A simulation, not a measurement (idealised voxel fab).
The document below concerns the process module designated voxel lift off.
For reference, the cross-section in this document is cut, with width 155 nm and square cells of 5 nm.
How to read a cross-section here: the picture is a grid of square cells, written as bands going from the top down, and any band can span one or more rows of cells. Within each band entry, the heights of the top and of the bottom of the band appear first, in that order and in nm; the materials of the band then follow from left to right, each with its corresponding width in nm. The designation "throughout" on a single material indicates that it fills the band from edge to edge; the designation "air" indicates empty space. Height is counted from the level 0, under which the received wafer is composed throughout of one material. The lowest of the bands is not closed at the bottom but continues downward, in the notation "from 0 down". It should be noted that a width expressed as "30->40" varies in equal increments from row to row of cells within the band, taking the value of the first number at the top row and that of the second number at the bottom row. "no alterations made" for a step: no cell of the cross-section changed in that step. Entry "Cavities, sealed". Content: empty spaces with no open connection to the top, size 8 cells or greater. Each: width x height at distance. Distance: from left edge. Unit: nm. What comes after the settings on a step's line is commentary from the simulator itself on that step. The optional step-line setting "overlay nm" applies to steps with a mask and quantifies how far to the right of its planned location the mask lay, a negative value indicating leftward placement.

This section lists the process steps that were planned
1. RECEIVE [material Si]
2. CONFORMAL_DEP [material SiN] [thk nm 10]
3. PATTERN [tone open] [mask id LINES] [material resist] [width nm 15] [pitch nm 40] [thk nm 25] [overlay nm 0]
4. DIRECTIONAL_DEP [material Ru] [thk nm 15]
5. STRIP [etch materials resist]
6. CONFORMAL_DEP [material SiO2] [thk nm 5]

Cross-section of the wafer as it came to us, i.e., already through step 1
* from 0 down = Si throughout
* Cavities, sealed: none

First wafer of two, sectioned at end of module; run went per plan
* from 30 to 25 = air 25 nm | SiO2 25 nm | air 15 nm | SiO2 25 nm | air 15 nm | SiO2 25 nm | air 25 nm
* from 25 to 15 = air 25 nm | SiO2 5 nm | Ru 15 nm | SiO2 5 nm | air 15 nm | SiO2 5 nm | Ru 15 nm | SiO2 5 nm | air 15 nm | SiO2 5 nm | Ru 15 nm | SiO2 5 nm | air 25 nm
* from 15 to 10 = SiO2 30 nm | Ru 15 nm | SiO2 25 nm | Ru 15 nm | SiO2 25 nm | Ru 15 nm | SiO2 30 nm
* from 10 to 0 = SiN throughout
* from 0 down = Si throughout
* Cavities, sealed: none

Second wafer cross-section at end of module - shared start and plan with the first, one mistake in the run
* from 25 to 10 = air 30 nm | Ru 15 nm | air 25 nm | Ru 15 nm | air 25 nm | Ru 15 nm | air 30 nm
* from 10 to 0 = SiN throughout
* from 0 down = Si throughout
* Cavities, sealed: none
So what did we get wrong on this run? plan step 6 skipped
Final tally in cells, some materials are higher or lower on the second wafer than on the first: SiO2 -49
